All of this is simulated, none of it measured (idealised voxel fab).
The following is a process module called voxel self aligned contacts.
In the cross-section labelled cut, the width is 295 nm and each square cell is 5 nm.
Just so we're on the same page, the cross-sections are grids of square cells, and they're listed out in bands top to bottom, each band one or more rows deep.
Read a band's entry like this: the first values are the height of its top and the height of its bottom in nm, and what follows is the sequence of materials from left to right, each with its width in nm. Note that "blank" is empty space, and that a single material marked "edge to edge" reaches across the band from edge to edge.
Heights are reckoned from 0. Under this level, the received wafer is all of one material. The bottommost band is open-ended downward, for example "from 0 down".
A width such as "30..40" changes by the same amount from each row of cells to the next, from the band's top row to its bottom row.
Given "no modification" for a step, no cell of the cross-section differs between before and after that step.
Listed in "Enclosed void inventory": every empty space of 8 or more cells without an open way to the top. Form: width x height at distance, the distance being from the left edge, all in nm.
That trailing text on a step's line, after the settings, is the simulator's own remark on the step.
A step line may carry the setting "overlay nm", which, for steps involving a mask, states the distance by which the mask lay to the right of its intended position; negative values denote displacement to the left.
Planned step list for the process
1: op RECEIVE | material Si
2: op CONFORMAL_DEP | material SiO2 | thk nm 5
3: op DIRECTIONAL_DEP | material polySi | thk nm 20
4: op DIRECTIONAL_DEP | material SiN | thk nm 25
5: op DIRECTIONAL_DEP | material aC | thk nm 15
6: op PATTERN | tone cover | mask id GATE | material resist | width nm 25 | pitch nm 65 | thk nm 30 | overlay nm 0
7: op DIRECTIONAL_ETCH | etch materials aC | depth nm 15
8: op STRIP | etch materials resist
9: op DIRECTIONAL_ETCH | etch materials SiN | depth nm 25
10: op DIRECTIONAL_ETCH | etch materials polySi | depth nm 20
11: op STRIP | etch materials aC
12: op CONFORMAL_DEP | material SiN | thk nm 10
13: op DIRECTIONAL_ETCH | etch materials SiN | depth nm 10
14: op FILL_DEP | material SiO2 | thk nm 15
15: op CMP | height nm 60
16: op DIRECTIONAL_DEP | material aC | thk nm 10
17: op PATTERN | tone open | mask id CONTACT | material resist | width nm 50 | pitch nm 65 | thk nm 25 | overlay nm 0
18: op DIRECTIONAL_ETCH | etch materials aC | depth nm 10
19: op STRIP | etch materials resist
20: op DIRECTIONAL_ETCH | etch materials SiO2 | depth nm 60
21: op STRIP | etch materials aC
22: op CONFORMAL_DEP | material TiN | thk nm 5
23: op FILL_DEP | material Ru | thk nm 10
24: op CMP | height nm 60
25: op CONFORMAL_DEP | material SiN | thk nm 5
Here's what the wafer looked like in cross-section when it arrived - that's after step 1
> from 0 down: Si edge to edge
> Enclosed void inventory: none
One mistake in running the module, otherwise start and plan as above: cross-section at the end
> from 65 to 60: SiN edge to edge
> from 60 to 45: SiO2: 60 | SiN: 45 | TiN: 5 | Ru: 10 | TiN: 5 | SiN: 45 | TiN: 5 | Ru: 10 | TiN: 5 | SiN: 45 | SiO2: 60
> from 45 to 30: SiO2: 60 | SiN: 10 | polySi: 25 | SiN: 10 | TiN: 5 | Ru: 10 | TiN: 5 | SiN: 10 | polySi: 25 | SiN: 10 | TiN: 5 | Ru: 10 | TiN: 5 | SiN: 10 | polySi: 25 | SiN: 10 | SiO2: 60
> from 30 to 25: SiO2: 60 | SiN: 10 | polySi: 25 | SiN: 10 | TiN: 20 | SiN: 10 | polySi: 25 | SiN: 10 | TiN: 20 | SiN: 10 | polySi: 25 | SiN: 10 | SiO2: 60
> from 25 to 5: polySi edge to edge
> from 5 to 0: SiO2 edge to edge
> from 0 down: Si edge to edge
> Enclosed void inventory: none
Short version of what went wrong: step 3 of the plan saw execution twice
